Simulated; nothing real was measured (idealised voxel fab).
Process module in this document: voxel ribs on slabs
The cross-section on display is named cut; it measures 275 nm wide, and its cells are 5 nm squares.
In what follows, cross-sections appear as grids of square cells, described through bands that run from the top down, where every band is one or more rows of cells. First you get the band's top height and its bottom height, in nm, and then the materials it's made of, left to right, with each width in nm. If you see a single material with "edge to edge", that one covers the band edge to edge. "blank" is empty space. Basically, 0 is our baseline, since under it the wafer straight out of the box is all one material. The bottom band has no lower end and keeps on going down, so it looks like "from 0 down". The notation "30..40" denotes a width that varies across the rows of cells in the band, beginning at the first number in the top row, finishing at the second number in the bottom row, and changing by an identical amount from each row to the next. You'll sometimes find "remained the same" written for a step, and that's the way of saying that nowhere in the cross-section did a cell change during that step. Each empty space that has no open way to the top and spans at least 8 cells appears under "Enclosed cavity list" as width x height at distance, the distance counted from the left edge, all in nm. What comes after the settings on a step's line is commentary from the simulator itself on that step. "overlay nm" on a masked step: distance the mask lay right of its planned place, negative for left.
[Steps in the process plan]
1) RECEIVE | material Si
2) DIRECTIONAL_DEP | material SiO2 | thk nm 20
3) DIRECTIONAL_DEP | material SiN | thk nm 20
4) MASKED_ETCH | tone cover | mask id RIB | width nm 25 | etch materials SiN | depth nm 10 | overlay nm 0
5) MASKED_ETCH | tone cover | mask id SLAB | width nm 55 | etch materials SiN | depth nm 10 | overlay nm 0
6) FILL_DEP | material SiO2 | thk nm 25
7) CMP | height nm 60
8) DIRECTIONAL_DEP | material TiN | thk nm 5
9) PATTERN | tone cover | mask id HEATER | material resist | width nm 35 | thk nm 20 | overlay nm 0
10) DIRECTIONAL_ETCH | etch materials TiN | depth nm 5
11) STRIP | etch materials resist
12) CONFORMAL_DEP | material SiN | thk nm 10
[As received (post step 1): cross-section]
- from 0 down: Si edge to edge
- Enclosed cavity list: none
[Look at the cross-section after the module: the wafer started out the way shown above and the plan was the one shown above, yet one mistake was made along the way]
- from 75 to 70: 130 of SiN / 15 of blank / 130 of SiN
- from 70 to 65: SiN edge to edge
- from 65 to 60: 120 of TiN / 35 of SiN / 120 of TiN
- from 60 to 40: SiO2 edge to edge
- from 40 to 30: 125 of SiO2 / 25 of SiN / 125 of SiO2
- from 30 to 20: 110 of SiO2 / 55 of SiN / 110 of SiO2
- from 20 to 0: SiO2 edge to edge
- from 0 down: Si edge to edge
- Enclosed cavity list: none
Finding, execution versus plan: heads up, step 9 didn't go per plan, it actually ran as PATTERN | tone open | mask id HEATER | material resist | width nm 35 | thk nm 20 | overlay nm 0
